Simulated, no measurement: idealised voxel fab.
Process module in this document: voxel wiring stack
Displayed cross-section: cut, width of 225 nm, square cells sized 5 nm.
This document writes a cross-section as a grid whose cells are square, and gives it as bands, listed from the top down; one or more rows of cells form a band.
Top, bottom (nm), then materials left to right with widths (nm); lone material tagged "full width" fills the whole band edge to edge; "air" = empty space.
Height datum 0, below which the as-received substrate wafer is one material. Lowest band open at the bottom, running downward: "0 down".
Top row gets the first number, bottom row gets the second, and each row in between changes by the same step: that is how a band width like "30 to 40" works.
"no alteration" after a step means that no cell of the cross-section changed.
Listed in "Unvented voids": every empty space of 8 or more cells without an open way to the top. Form: width x height at distance, the distance being from the left edge, all in nm.
Note: text after step settings on the step line = simulator remark on that step.
You can add "overlay nm" to a step's line. For a step with a mask, it describes how far the mask lay to the right of its planned position, and a negative number describes a lay to the left.
### Process steps foreseen in the plan
1,op RECEIVE | material Si
2,op CONFORMAL_DEP | material SiO2 | thk nm 15
3,op CONFORMAL_DEP | material SiCN | thk nm 5
4,op DIRECTIONAL_DEP | material lowk | thk nm 20
5,op DIRECTIONAL_DEP | material aC | thk nm 10
6,op PATTERN | tone open | mask id METAL_1 | material resist | width nm 20 | pitch nm 35 | thk nm 30 | overlay nm 0
7,op DIRECTIONAL_ETCH | etch materials aC | depth nm 10
8,op STRIP | etch materials resist
9,op DIRECTIONAL_ETCH | etch materials lowk | depth nm 20
10,op DIRECTIONAL_ETCH | etch materials SiCN | depth nm 5
11,op STRIP | etch materials aC
12,op CONFORMAL_DEP | material TiN | thk nm 5
13,op FILL_DEP | material Cu | thk nm 10
14,op CMP | height nm 40
15,op CONFORMAL_DEP | material SiCN | thk nm 5
16,op DIRECTIONAL_DEP | material lowk | thk nm 30
17,op PATTERN | tone open | mask id METAL_2 | material resist | width nm 20 | pitch nm 35 | thk nm 20 | overlay nm 0
18,op DIRECTIONAL_ETCH | etch materials lowk | depth nm 15
19,op STRIP | etch materials resist
20,op PATTERN | tone open | mask id METAL_2_HOLES | material resist | width nm 15 | pitch nm 35 | thk nm 15 | overlay nm 0
21,op DIRECTIONAL_ETCH | etch materials lowk | depth nm 15
22,op DIRECTIONAL_ETCH | etch materials SiCN | depth nm 5
23,op STRIP | etch materials resist
24,op CONFORMAL_DEP | material TiN | thk nm 5
25,op FILL_DEP | material Ru | thk nm 10
26,op CMP | height nm 75
27,op CONFORMAL_DEP | material SiCN | thk nm 5
28,op DIRECTIONAL_DEP | material lowk | thk nm 25
29,op MASKED_ETCH | tone open | mask id METAL_3 | width nm 20 | pitch nm 35 | etch materials lowk | depth nm 15 | overlay nm 0
30,op PATTERN | tone open | mask id METAL_3_HOLES | material resist | width nm 15 | pitch nm 70 | thk nm 15 | overlay nm 0
31,op DIRECTIONAL_ETCH | etch materials lowk | depth nm 10
32,op DIRECTIONAL_ETCH | etch materials SiCN | depth nm 5
33,op STRIP | etch materials resist
34,op CONFORMAL_DEP | material TiN | thk nm 5
35,op FILL_DEP | material Ru | thk nm 10
36,op CMP | height nm 105
37,op CONFORMAL_DEP | material SiCN | thk nm 5
### Received-state cross-section, reflecting completion of step 1
0 down | Si full width
Unvented voids: none
### Cross-section taken at module completion on the first of two wafers; processed per the plan
110 to 105 | SiCN full width
105 to 95 | lowk (65) | TiN (5) | Ru (10) | TiN (5) | lowk (15) | TiN (5) | Ru (10) | TiN (5) | lowk (15) | TiN (5) | Ru (10) | TiN (5) | lowk (70)
95 to 90 | lowk (65) | TiN (5) | Ru (5) | TiN (10) | lowk (15) | TiN (20) | lowk (15) | TiN (5) | Ru (5) | TiN (10) | lowk (70)
90 to 80 | lowk (65) | TiN (5) | Ru (5) | TiN (5) | lowk (55) | TiN (5) | Ru (5) | TiN (5) | lowk (75)
80 to 75 | SiCN (65) | TiN (15) | SiCN (55) | TiN (15) | SiCN (75)
75 to 65 | lowk (65) | TiN (5) | Ru (10) | TiN (5) | lowk (15) | TiN (5) | Ru (10) | TiN (5) | lowk (15) | TiN (5) | Ru (10) | TiN (5) | lowk (70)
65 to 60 | lowk (65) | TiN (5) | Ru (5) | TiN (10) | lowk (15) | TiN (5) | Ru (5) | TiN (10) | lowk (15) | TiN (5) | Ru (5) | TiN (10) | lowk (70)
60 to 45 | lowk (65) | TiN (5) | Ru (5) | TiN (5) | lowk (20) | TiN (5) | Ru (5) | TiN (5) | lowk (20) | TiN (5) | Ru (5) | TiN (5) | lowk (75)
45 to 40 | SiCN (65) | TiN (15) | SiCN (20) | TiN (15) | SiCN (20) | TiN (15) | SiCN (75)
40 to 20 | lowk (65) | TiN (5) | Cu (10) | TiN (5) | lowk (15) | TiN (5) | Cu (10) | TiN (5) | lowk (15) | TiN (5) | Cu (10) | TiN (5) | lowk (70)
20 to 15 | SiCN (65) | TiN (20) | SiCN (15) | TiN (20) | SiCN (15) | TiN (20) | SiCN (70)
15 to 0 | SiO2 full width
0 down | Si full width
Unvented voids: none
### Cross-section of the latter of the two wafers at module completion. It had an identical start and an identical plan to the former; in running it, one mistake was made
110 to 105 | SiCN full width
105 to 95 | lowk (65) | TiN (5) | Ru (10) | TiN (5) | lowk (15) | TiN (5) | Ru (10) | TiN (5) | lowk (15) | TiN (5) | Ru (10) | TiN (5) | lowk (70)
95 to 90 | lowk (65) | TiN (5) | Ru (5) | TiN (10) | lowk (15) | TiN (20) | lowk (15) | TiN (5) | Ru (5) | TiN (10) | lowk (70)
90 to 80 | lowk (65) | TiN (5) | Ru (5) | TiN (5) | lowk (55) | TiN (5) | Ru (5) | TiN (5) | lowk (75)
80 to 75 | SiCN (65) | TiN (15) | SiCN (55) | TiN (15) | SiCN (75)
75 to 65 | Ru full width
65 to 60 | TiN (70) | Ru (10) | TiN (25) | Ru (10) | TiN (25) | Ru (10) | TiN (75)
60 to 45 | lowk (65) | TiN (5) | Ru (10) | TiN (5) | lowk (15) | TiN (5) | Ru (10) | TiN (5) | lowk (15) | TiN (5) | Ru (10) | TiN (5) | lowk (70)
45 to 40 | SiCN (65) | TiN (20) | SiCN (15) | TiN (20) | SiCN (15) | TiN (20) | SiCN (70)
40 to 20 | lowk (65) | TiN (5) | Cu (10) | TiN (5) | lowk (15) | TiN (5) | Cu (10) | TiN (5) | lowk (15) | TiN (5) | Cu (10) | TiN (5) | lowk (70)
20 to 15 | SiCN (65) | TiN (20) | SiCN (15) | TiN (20) | SiCN (15) | TiN (20) | SiCN (70)
15 to 0 | SiO2 full width
0 down | Si full width
Unvented voids: none
The plan and the run diverged here: step 20 was dropped from the plan's execution and never run
The closing comparison, in cells, has the second wafer with more or fewer of some materials than the first: 90 more of Ru, 3 fewer of SiCN, 21 more of TiN, 108 fewer of lowk
